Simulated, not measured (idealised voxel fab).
The process module that follows is named voxel self aligned vias.
FYI the section here is cut, 145 nm wide, cells are 5 nm squares.
A cross-section is written here as square cells arranged in a grid, and it is given in bands from the top down, each band taking up one or more rows of cells. Look at the band entry: it leads with the top's height and the bottom's height in nm. Then it lists the materials left to right, with a width in nm for each. The word "all across" on a single material says that material fills the band edge to edge. The word "blank" is empty space. Heights are expressed relative to 0, this being the level below which the as-received wafer comprises one material exclusively. The lowest band is unbounded in the downward direction and is denoted as in "0 and below". The notation "30->40" denotes a width that varies across the rows of cells in the band, beginning at the first number in the top row, finishing at the second number in the bottom row, and changing by an identical amount from each row to the next. Where the words "nothing was modified" appear for a step, the cross-section shows no cell changed by that step; every cell remained as before. Empty spaces counting at least 8 cells and having no open way to the top are listed in "Enclosed void entries". The notation width x height at distance is used for each, the distance being from the left edge and all three values in nm. after a step's settings: what the simulator itself notes on the step. A step line may carry the setting "overlay nm", which, for steps involving a mask, states the distance by which the mask lay to the right of its intended position; negative values denote displacement to the left.

## Here's what the planned process steps look like
1) RECEIVE | material Si
2) CONFORMAL_DEP | material SiO2 | thk nm 15
3) CONFORMAL_DEP | material SiCN | thk nm 5
4) DIRECTIONAL_DEP | material SiO2 | thk nm 25
5) DIRECTIONAL_DEP | material aC | thk nm 15
6) PATTERN | tone open | mask id LINES | material resist | width nm 30 | pitch nm 60 | thk nm 35 | overlay nm 0
7) DIRECTIONAL_ETCH | etch materials aC | depth nm 15
8) STRIP | etch materials resist
9) DIRECTIONAL_ETCH | etch materials SiO2 | depth nm 25
10) STRIP | etch materials aC
11) CONFORMAL_DEP | material TiN | thk nm 5
12) FILL_DEP | material Ru | thk nm 5
13) CMP | height nm 45
14) SELECTIVE_ETCH | etch materials W Ru TiN | depth nm 5
15) FILL_DEP | material SiN | thk nm 5
16) CMP | height nm 45
17) DIRECTIONAL_DEP | material SiO2 | thk nm 15
18) MASKED_ETCH | tone open | mask id VIAS | width nm 40 | etch materials SiO2 | depth nm 15 | overlay nm 0
19) MASKED_ETCH | tone open | mask id VIAS | width nm 40 | etch materials SiN | depth nm 5 | overlay nm 0
20) CONFORMAL_DEP | material TiN | thk nm 5
21) FILL_DEP | material Cu | thk nm 5
22) CMP | height nm 60
23) CONFORMAL_DEP | material SiN | thk nm 5

## What follows covers the first of two wafers; it ran as planned

## Wafer as received: cross-section following step 1
* 0 and below = Si all across
* Enclosed void entries: none

## Step 2 complete: cross-section through the wafer
* 15 down to 0 = SiO2 all across
* Unchanged below 0.

## Step 3 complete: cross-section through the wafer
* 20 down to 15 = SiCN all across
* Unchanged below 15.

## Step 4 complete: cross-section through the wafer
* 45 down to 20 = SiO2 all across
* Unchanged below 20.

## Step 5 complete: cross-section through the wafer
* 60 down to 45 = aC all across
* Unchanged below 45.

## Step 6 complete: cross-section through the wafer
* 95 down to 60 = resist (25), blank (30), resist (30), blank (30), resist (30)
* Unchanged below 60.

## Step 7 complete: cross-section through the wafer
* 80 down to 60 = resist (25), blank (30), resist (30), blank (30), resist (30)
* 60 down to 45 = aC (25), blank (30), aC (30), blank (30), aC (30)
* Unchanged below 45.

## Step 8 complete: cross-section through the wafer
* 60 down to 45 = aC (25), blank (30), aC (30), blank (30), aC (30)
* Unchanged below 45.

## Step 9 complete: cross-section through the wafer
* 60 down to 45 = aC (25), blank (30), aC (30), blank (30), aC (30)
* 45 down to 20 = SiO2 (25), blank (30), SiO2 (30), blank (30), SiO2 (30)
* Unchanged below 20.

## Step 10 complete: cross-section through the wafer
* 45 down to 20 = SiO2 (25), blank (30), SiO2 (30), blank (30), SiO2 (30)
* Unchanged below 20.

## Step 11 complete: cross-section through the wafer
* 50 down to 45 = TiN (30), blank (20), TiN (40), blank (20), TiN (35)
* 45 down to 25 = SiO2 (25), TiN (5), blank (20), TiN (5), SiO2 (30), TiN (5), blank (20), TiN (5), SiO2 (30)
* 25 down to 20 = SiO2 (25), TiN (30), SiO2 (30), TiN (30), SiO2 (30)
* Unchanged below 20.

## Step 12 complete: cross-section through the wafer
* 55 down to 50 = Ru all across
* 50 down to 45 = TiN (30), Ru (20), TiN (40), Ru (20), TiN (35)
* 45 down to 25 = SiO2 (25), TiN (5), Ru (20), TiN (5), SiO2 (30), TiN (5), Ru (20), TiN (5), SiO2 (30)
* Unchanged below 25.

## Step 13 complete: cross-section through the wafer
* 45 down to 25 = SiO2 (25), TiN (5), Ru (20), TiN (5), SiO2 (30), TiN (5), Ru (20), TiN (5), SiO2 (30)
* Unchanged below 25.

## Step 14 complete: cross-section through the wafer
* 45 down to 40 = SiO2 (25), blank (30), SiO2 (30), blank (30), SiO2 (30)
* Unchanged below 40.

## Step 15 complete: cross-section through the wafer
* 50 down to 45 = SiN all across
* 45 down to 40 = SiO2 (25), SiN (30), SiO2 (30), SiN (30), SiO2 (30)
* Unchanged below 40.

## Step 16 complete: cross-section through the wafer
* 45 down to 40 = SiO2 (25), SiN (30), SiO2 (30), SiN (30), SiO2 (30)
* Unchanged below 40.

## Step 17 complete: cross-section through the wafer
* 60 down to 45 = SiO2 all across
* Unchanged below 45.

## Step 18 complete: cross-section through the wafer
* 60 down to 45 = SiO2 (20), blank (40), SiO2 (85)
* Unchanged below 45.

## Step 19 complete: cross-section through the wafer
* 60 down to 45 = SiO2 (20), blank (40), SiO2 (85)
* 45 down to 40 = SiO2 (25), blank (30), SiO2 (30), SiN (30), SiO2 (30)
* Unchanged below 40.

## Step 20 complete: cross-section through the wafer
* 65 down to 60 = TiN (25), blank (30), TiN (90)
* 60 down to 50 = SiO2 (20), TiN (5), blank (30), TiN (5), SiO2 (85)
* 50 down to 45 = SiO2 (20), TiN (10), blank (20), TiN (10), SiO2 (85)
* 45 down to 40 = SiO2 (25), TiN (30), SiO2 (30), SiN (30), SiO2 (30)
* Unchanged below 40.

## Step 21 complete: cross-section through the wafer
* 70 down to 65 = Cu all across
* 65 down to 60 = TiN (25), Cu (30), TiN (90)
* 60 down to 50 = SiO2 (20), TiN (5), Cu (30), TiN (5), SiO2 (85)
* 50 down to 45 = SiO2 (20), TiN (10), Cu (20), TiN (10), SiO2 (85)
* Unchanged below 45.

## Step 22 complete: cross-section through the wafer
* 60 down to 50 = SiO2 (20), TiN (5), Cu (30), TiN (5), SiO2 (85)
* Unchanged below 50.

## Step 23 complete: cross-section through the wafer
* 65 down to 60 = SiN all across
* Unchanged below 60.

## Notes, second wafer: start = first wafer's, plan = first wafer's, execution had one mistake; history identical to first through step 16

## Cross-section of the second wafer at the time by which step 17 should have been completed according to the plan
* 45 down to 40 = SiO2 (20), blank (5), SiN (30), blank (5), SiO2 (25), SiN (30), SiO2 (30)
* 40 down to 30 = SiO2 (20), blank (5), TiN (5), Ru (20), TiN (5), blank (5), SiO2 (25), TiN (5), Ru (20), TiN (5), SiO2 (30)
* Unchanged below 30.

## Cross-section of the second wafer at the time by which step 18 should have been completed according to the plan
* 60 down to 45 = SiO2 (20), blank (5), SiO2 (30), blank (5), SiO2 (85)
* 45 down to 40 = SiO2 (25), SiN (30), SiO2 (30), SiN (30), SiO2 (30)
* 40 down to 25 = SiO2 (25), TiN (5), Ru (20), TiN (5), SiO2 (30), TiN (5), Ru (20), TiN (5), SiO2 (30)
* Unchanged below 25.

Cross-section of the second wafer at the time by which step 19 should have been completed according to the plan: nothing was modified

## Cross-section of the second wafer at the time by which step 20 should have been completed according to the plan
* 65 down to 60 = TiN all across
* 60 down to 45 = SiO2 (20), TiN (5), SiO2 (30), TiN (5), SiO2 (85)
* Unchanged below 45.

## Cross-section of the second wafer at the time by which step 21 should have been completed according to the plan
* 70 down to 65 = Cu all across
* Unchanged below 65.

## Cross-section of the second wafer at the time by which step 22 should have been completed according to the plan
* 60 down to 45 = SiO2 (20), TiN (5), SiO2 (30), TiN (5), SiO2 (85)
* Unchanged below 45.

## Cross-section of the second wafer at the time by which step 23 should have been completed according to the plan
* 65 down to 60 = SiN all across
* Unchanged below 60.
The plan and the run diverged here: steps 17 and 18 swapped
Wrapping up, a cell-based count of both wafers puts the second over or under the first for these materials: 16 fewer of Cu; 6 more of SiN; 18 more of SiO2; 8 fewer of TiN
